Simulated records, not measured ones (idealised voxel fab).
Process module under the name voxel released beams
FYI the section here is cut, 250 nm wide, cells are 5 nm squares.
Think of the cross-section as a grid of square cells. We describe it in bands, top to bottom, and each band covers one or more rows of those cells. Band entry format. Leading values: height of top, height of bottom, nm. Remainder: materials in left-to-right order, each with its width in nm. Special words: "edge to edge" on a single material, which then fills the band edge to edge; "blank", empty space. Zero point of the height axis is 0; under it, received wafer = one material. Lowest band: continues down indefinitely, "0..down". A width given as "30..40" starts at the first number in the band's top row and ends at the second number in its bottom row, shifting by an equal amount at every step from row to row. Given "nothing altered" for a step, no cell of the cross-section differs between before and after that step. For the entry "Closed-off voids", the listed items are empty spaces with no open way to the top whose size is 8 cells or more; each item follows the pattern width x height at distance, where distance is from the left edge and all three are in nm. Step line, after settings: the simulator's comment on this step. "overlay nm" denotes, for a step that has a mask, the displacement of the mask to the right of its planned place, with negative values corresponding to the left.

# Process steps (planned)
1. RECEIVE with material Si
2. CONFORMAL_DEP with material Al2O3, thk nm 10
3. DIRECTIONAL_DEP with material SiO2, thk nm 20
4. DIRECTIONAL_DEP with material aC, thk nm 15
5. PATTERN with tone open, mask id ANCHOR, material resist, width nm 25, thk nm 30, overlay nm 0
6. DIRECTIONAL_ETCH with etch materials aC, depth nm 15
7. STRIP with etch materials resist
8. DIRECTIONAL_ETCH with etch materials SiO2, depth nm 20
9. STRIP with etch materials aC
10. CONFORMAL_DEP with material SiN, thk nm 10
11. PATTERN with tone cover, mask id BEAM, material resist, width nm 70, thk nm 15, overlay nm 0
12. DIRECTIONAL_ETCH with etch materials SiN, depth nm 10
13. STRIP with etch materials resist
14. STRIP with etch materials SiO2

# First of two wafers: run as planned

# Wafer as received: cross-section following step 1
  0..down | Si edge to edge
  Closed-off voids: none

# Cross-section through the wafer, step 2 finished
  10..0 | Al2O3 edge to edge
  Below a height of 0, the structure has not been altered.

# Cross-section through the wafer, step 3 finished
  30..10 | SiO2 edge to edge
  Below a height of 10, the structure has not been altered.

# Cross-section through the wafer, step 4 finished
  45..30 | aC edge to edge
  Below a height of 30, the structure has not been altered.

# Cross-section through the wafer, step 5 finished
  75..45 | resist (90); blank (25); resist (135)
  Below a height of 45, the structure has not been altered.

# Cross-section through the wafer, step 6 finished
  60..45 | resist (90); blank (25); resist (135)
  45..30 | aC (90); blank (25); aC (135)
  Below a height of 30, the structure has not been altered.

# Cross-section through the wafer, step 7 finished
  45..30 | aC (90); blank (25); aC (135)
  Below a height of 30, the structure has not been altered.

# Cross-section through the wafer, step 8 finished
  45..30 | aC (90); blank (25); aC (135)
  30..10 | SiO2 (90); blank (25); SiO2 (135)
  Below a height of 10, the structure has not been altered.

# Cross-section through the wafer, step 9 finished
  30..10 | SiO2 (90); blank (25); SiO2 (135)
  Below a height of 10, the structure has not been altered.

# Cross-section through the wafer, step 10 finished
  40..30 | SiN (100); blank (5); SiN (145)
  30..20 | SiO2 (90); SiN (10); blank (5); SiN (10); SiO2 (135)
  20..10 | SiO2 (90); SiN (25); SiO2 (135)
  Below a height of 10, the structure has not been altered.

# Cross-section through the wafer, step 11 finished
  55..40 | blank (85); resist (70); blank (95)
  40..30 | SiN (100); resist (5); SiN (145)
  30..20 | SiO2 (90); SiN (10); resist (5); SiN (10); SiO2 (135)
  Below a height of 20, the structure has not been altered.

# Cross-section through the wafer, step 12 finished
  55..40 | blank (85); resist (70); blank (95)
  40..30 | blank (85); SiN (15); resist (5); SiN (50); blank (95)
  Below a height of 30, the structure has not been altered.

# Cross-section through the wafer, step 13 finished
  40..30 | blank (85); SiN (15); blank (5); SiN (50); blank (95)
  30..20 | SiO2 (90); SiN (10); blank (5); SiN (10); SiO2 (135)
  Below a height of 20, the structure has not been altered.

# Cross-section through the wafer, step 14 finished
  40..30 | blank (85); SiN (15); blank (5); SiN (50); blank (95)
  30..20 | blank (90); SiN (10); blank (5); SiN (10); blank (135)
  20..10 | blank (90); SiN (25); blank (135)
  Below a height of 10, the structure has not been altered.

# The second wafer was prepared from the same starting point and under the same plan as the first; its processing contained one mistake, and it remains indistinguishable from the first wafer up to and including step 9

# Cross-section of the second wafer corresponding to the planned conclusion of step 10
  35..30 | SiN (95); blank (15); SiN (140)
  30..15 | SiO2 (90); SiN (5); blank (15); SiN (5); SiO2 (135)
  15..10 | SiO2 (90); SiN (25); SiO2 (135)
  Below a height of 10, the structure has not been altered.

# Cross-section of the second wafer corresponding to the planned conclusion of step 11
  50..35 | blank (85); resist (70); blank (95)
  35..30 | SiN (95); resist (15); SiN (140)
  30..15 | SiO2 (90); SiN (5); resist (15); SiN (5); SiO2 (135)
  Below a height of 15, the structure has not been altered.

# Cross-section of the second wafer corresponding to the planned conclusion of step 12
  50..35 | blank (85); resist (70); blank (95)
  35..30 | blank (85); SiN (10); resist (15); SiN (45); blank (95)
  Below a height of 30, the structure has not been altered.

# Cross-section of the second wafer corresponding to the planned conclusion of step 13
  35..30 | blank (85); SiN (10); blank (15); SiN (45); blank (95)
  30..15 | SiO2 (90); SiN (5); blank (15); SiN (5); SiO2 (135)
  Below a height of 15, the structure has not been altered.

# Cross-section of the second wafer corresponding to the planned conclusion of step 14
  35..30 | blank (85); SiN (10); blank (15); SiN (45); blank (95)
  30..15 | blank (90); SiN (5); blank (15); SiN (5); blank (135)
  15..10 | blank (90); SiN (25); blank (135)
  Below a height of 10, the structure has not been altered.
Diagnosis: not per plan at step 10, really ran CONFORMAL_DEP with material SiN, thk nm 5
In the final state, the cell counts of the second wafer exceed or fall short of those of the first for the following materials: 22 fewer of SiN
